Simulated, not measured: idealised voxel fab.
Module name: voxel transistor to metal (process module)
cross-section cut | 165 nm wide | cells 5 nm
Cross-section spec: square-cell grid; bands listed top down; each band is one or more rows.
Per band: top height and bottom height in nm, followed by the left-to-right materials and their widths in nm; "edge to edge" marks a single material spanning edge to edge, "empty" marks empty space.
Heads up on the height convention: 0 is the point under which the incoming wafer is all one material, and the lowest band has no bottom, it just keeps going down, like "0 and below".
Width "30 to 40": first value at the band's top row of cells, second value at its bottom row, equal change from row to row.
When a step is marked "no modification", none of the cells in the cross-section changed during that step.
Each empty space that has no open way to the top and spans at least 8 cells appears under "Unvented cavities" as width x height at distance, the distance counted from the left edge, all in nm.
On a step's line, text after the settings is the simulator commenting on that step.
Steps that use a mask can have "overlay nm" on their line. It says how far the mask sat to the right of where it was meant to be. Negative means to the left.
Here's what the planned process steps look like
| 1 | RECEIVE | material Si |
| 2 | CONFORMAL_DEP | material SiO2 | thk nm 5 |
| 3 | CONFORMAL_DEP | material SiN | thk nm 10 |
| 4 | PATTERN | tone cover | mask id ACTIVE | material resist | width nm 105 | thk nm 15 | overlay nm 0 |
| 5 | DIRECTIONAL_ETCH | etch materials SiN | depth nm 10 |
| 6 | DIRECTIONAL_ETCH | etch materials SiO2 | depth nm 5 |
| 7 | DIRECTIONAL_ETCH | etch materials Si | depth nm 20 |
| 8 | STRIP | etch materials resist |
| 9 | FILL_DEP | material SiO2 | thk nm 10 |
| 10 | CMP | height nm 15 |
| 11 | SELECTIVE_ETCH | etch materials SiO2 | depth nm 5 |
| 12 | STRIP | etch materials SiN |
| 13 | SELECTIVE_ETCH | etch materials SiO2 | depth nm 5 |
| 14 | OXIDIZE | depth nm 5 |
| 15 | DIRECTIONAL_DEP | material polySi | thk nm 25 |
| 16 | DIRECTIONAL_DEP | material SiCN | thk nm 10 |
| 17 | DIRECTIONAL_DEP | material aC | thk nm 15 |
| 18 | PATTERN | tone cover | mask id GATE | material resist | width nm 15 | thk nm 30 | overlay nm 0 |
| 19 | DIRECTIONAL_ETCH | etch materials aC | depth nm 15 |
| 20 | STRIP | etch materials resist |
| 21 | DIRECTIONAL_ETCH | etch materials SiCN | depth nm 20 |
| 22 | DIRECTIONAL_ETCH | etch materials polySi | depth nm 35 |
| 23 | STRIP | etch materials aC |
| 24 | CONFORMAL_DEP | material SiO2 | thk nm 5 |
| 25 | DIRECTIONAL_ETCH | etch materials SiO2 | depth nm 5 |
| 26 | CONFORMAL_DEP | material SiN | thk nm 5 |
| 27 | DIRECTIONAL_ETCH | etch materials SiN | depth nm 5 |
| 28 | DIRECTIONAL_ETCH | etch materials SiO2 | depth nm 5 |
| 29 | EPI | material SiGe | thk nm 5 |
| 30 | FILL_DEP | material SiO2 | thk nm 10 |
| 31 | CMP | height nm 35 |
| 32 | DIRECTIONAL_DEP | material SiO2 | thk nm 10 |
| 33 | PATTERN | tone open | mask id CONTACT | material resist | width nm 20 | pitch nm 65 | thk nm 20 | overlay nm 0 |
| 34 | DIRECTIONAL_ETCH | etch materials SiO2 | depth nm 45 |
| 35 | STRIP | etch materials resist |
| 36 | CONFORMAL_DEP | material TiN | thk nm 5 |
| 37 | FILL_DEP | material Ru | thk nm 5 |
| 38 | CMP | height nm 45 |
| 39 | DIRECTIONAL_DEP | material TiN | thk nm 5 |
| 40 | DIRECTIONAL_DEP | material W | thk nm 20 |
| 41 | MASKED_ETCH | tone cover | mask id METAL_1 | width nm 20 | pitch nm 65 | etch materials W | depth nm 20 | overlay nm 0 |
| 42 | MASKED_ETCH | tone cover | mask id METAL_1 | width nm 20 | pitch nm 65 | etch materials TiN | depth nm 5 | overlay nm 0 |
| 43 | CONFORMAL_DEP | material SiCN | thk nm 5 |
| 44 | FILL_DEP | material lowk | thk nm 10 |
| 45 | CMP | height nm 70 |
| 46 | CONFORMAL_DEP | material SiN | thk nm 5 |
Shown in cross-section is the wafer as received, that is, as it stands after step 1
- 0 and below | Si edge to edge
- Unvented cavities: none
Post-module cross-section: identical start and plan to those above, one misstep in execution
- 75 down to 70 | SiN edge to edge
- 70 down to 55 | 35 lowk; 5 SiCN; 20 W; 5 SiCN; 35 lowk; 5 SiCN; 20 W; 5 SiCN; 35 lowk
- 55 down to 50 | 25 lowk; 15 SiCN; 20 W; 5 SiCN; 25 lowk; 15 SiCN; 20 W; 5 SiCN; 35 lowk
- 50 down to 45 | 30 SiCN; 30 TiN; 35 SiCN; 30 TiN; 40 SiCN
- 45 down to 35 | 40 SiO2; 5 TiN; 10 Ru; 5 TiN; 45 SiO2; 5 TiN; 10 Ru; 5 TiN; 40 SiO2
- 35 down to 25 | 40 SiO2; 5 TiN; 10 Ru; 5 TiN; 5 SiO2; 5 SiN; 5 SiO2; 15 SiCN; 5 SiO2; 5 SiN; 5 SiO2; 5 TiN; 10 Ru; 5 TiN; 40 SiO2
- 25 down to 5 | 40 SiO2; 5 TiN; 10 Ru; 5 TiN; 5 SiO2; 5 SiN; 5 SiO2; 15 polySi; 5 SiO2; 5 SiN; 5 SiO2; 5 TiN; 10 Ru; 5 TiN; 40 SiO2
- 5 down to 0 | 30 SiO2; 5 SiN; 5 SiO2; 20 TiN; 5 SiO2; 5 SiN; 5 SiO2; 15 polySi; 5 SiO2; 5 SiN; 5 SiO2; 20 TiN; 5 SiO2; 5 SiN; 30 SiO2
- 0 down to -5 | 35 SiO2; 30 SiGe; 35 SiO2; 30 SiGe; 35 SiO2
- -5 down to -20 | 30 SiO2; 105 Si; 30 SiO2
- -20 and below | Si edge to edge
- Unvented cavities: none
The plan and the run diverged here: planned and actual differ for step 42; actual: MASKED_ETCH | tone cover | mask id METAL_1 | width nm 20 | pitch nm 65 | etch materials TiN | depth nm 5 | overlay nm -10
